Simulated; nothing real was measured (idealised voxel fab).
process module | voxel fin reveal
cross-section cut | 275 nm wide | cells 5 nm
A cross-section is a grid of square cells, given in bands from the top down. A band is one or more rows of cells.
Each band's line starts with the height of the band's top and of its bottom, in nm. Then come its materials from left to right, each with its width in nm. One material with "throughout" fills the band from edge to edge. "air" is empty space.
Height 0 is the level under which the wafer as received is all one material. The lowest band goes on downwards, as in "0 down".
A width such as "30 to 40" changes by the same amount from each row of cells to the next, from the band's top row to its bottom row.
"no change" after a step means that no cell of the cross-section changed.
closed voids: empty space of 8 cells or more with no open way to the top, each as width x height at its distance from the left edge, in nm
after a step's settings: what the simulator itself notes on the step
overlay nm, on a step with a mask: how far to the right of its planned place the mask lay; to the left if negative
plan
1 op RECEIVE | material Si
2 op CONFORMAL_DEP | material SiN | thk nm 5
3 op MASKED_ETCH | tone cover | mask id FINS | width nm 15 | pitch nm 35 | etch materials SiN | depth nm 5 | overlay nm 0
4 op MASKED_ETCH | tone cover | mask id FINS | width nm 15 | pitch nm 35 | etch materials Si | depth nm 40 | overlay nm 0
5 op OXIDIZE | depth nm 5
6 op FILL_DEP | material SiO2 | thk nm 15
7 op CMP | height nm 5
8 op SELECTIVE_ETCH | etch materials SiO2 | depth nm 20
9 op STRIP | etch materials SiN
first wafer, as planned
as received, after step 1
  0 down: Si throughout
  closed voids: none
after step 2
  5 to 0: SiN throughout
  below 0: unchanged
after step 3
  5 to 0: air 75 | SiN 15 | air 20 | SiN 15 | air 20 | SiN 15 | air 20 | SiN 15 | air 80
  below 0: unchanged
after step 4
  5 to 0: air 75 | SiN 15 | air 20 | SiN 15 | air 20 | SiN 15 | air 20 | SiN 15 | air 80
  0 to -40: air 75 | Si 15 | air 20 | Si 15 | air 20 | Si 15 | air 20 | Si 15 | air 80
  below -40: unchanged
after step 5
  5 to 0: air 75 | SiN 15 | air 20 | SiN 15 | air 20 | SiN 15 | air 20 | SiN 15 | air 80
  0 to -40: air 75 | SiO2 5 | Si 5 | SiO2 5 | air 20 | SiO2 5 | Si 5 | SiO2 5 | air 20 | SiO2 5 | Si 5 | SiO2 5 | air 20 | SiO2 5 | Si 5 | SiO2 5 | air 80
  -40 to -45: SiO2 80 | Si 5 | SiO2 30 | Si 5 | SiO2 30 | Si 5 | SiO2 30 | Si 5 | SiO2 85
  below -45: unchanged
after step 6
  20 to 5: SiO2 throughout
  5 to 0: SiO2 75 | SiN 15 | SiO2 20 | SiN 15 | SiO2 20 | SiN 15 | SiO2 20 | SiN 15 | SiO2 80
  0 to -45: SiO2 80 | Si 5 | SiO2 30 | Si 5 | SiO2 30 | Si 5 | SiO2 30 | Si 5 | SiO2 85
  below -45: unchanged
after step 7
  5 to 0: SiO2 75 | SiN 15 | SiO2 20 | SiN 15 | SiO2 20 | SiN 15 | SiO2 20 | SiN 15 | SiO2 80
  below 0: unchanged
after step 8
  5 to 0: air 75 | SiN 15 | air 20 | SiN 15 | air 20 | SiN 15 | air 20 | SiN 15 | air 80
  0 to -15: air 80 | Si 5 | air 30 | Si 5 | air 30 | Si 5 | air 30 | Si 5 | air 85
  below -15: unchanged
after step 9
  0 to -15: air 80 | Si 5 | air 30 | Si 5 | air 30 | Si 5 | air 30 | Si 5 | air 85
  below -15: unchanged
second wafer: like start, like plan, one mistake. Through step 1 it matches the first wafer
when step 2 should have ended: no change
when step 3 should have ended: no change
when step 4 should have ended
  0 to -40: air 75 | Si 15 | air 20 | Si 15 | air 20 | Si 15 | air 20 | Si 15 | air 80
  below -40: unchanged
when step 5 should have ended
  0 to -5: air 75 | SiO2 15 | air 20 | SiO2 15 | air 20 | SiO2 15 | air 20 | SiO2 15 | air 80
  -5 to -40: air 75 | SiO2 5 | Si 5 | SiO2 5 | air 20 | SiO2 5 | Si 5 | SiO2 5 | air 20 | SiO2 5 | Si 5 | SiO2 5 | air 20 | SiO2 5 | Si 5 | SiO2 5 | air 80
  -40 to -45: SiO2 80 | Si 5 | SiO2 30 | Si 5 | SiO2 30 | Si 5 | SiO2 30 | Si 5 | SiO2 85
  below -45: unchanged
when step 6 should have ended
  15 to -5: SiO2 throughout
  -5 to -45: SiO2 80 | Si 5 | SiO2 30 | Si 5 | SiO2 30 | Si 5 | SiO2 30 | Si 5 | SiO2 85
  below -45: unchanged
when step 7 should have ended
  5 to -5: SiO2 throughout
  below -5: unchanged
when step 8 should have ended
  -5 to -15: air 80 | Si 5 | air 30 | Si 5 | air 30 | Si 5 | air 30 | Si 5 | air 85
  below -15: unchanged
when step 9 should have ended: no change
what went wrong: step 2 was left out
at the end the second wafer has, in cells: 4 fewer of Si
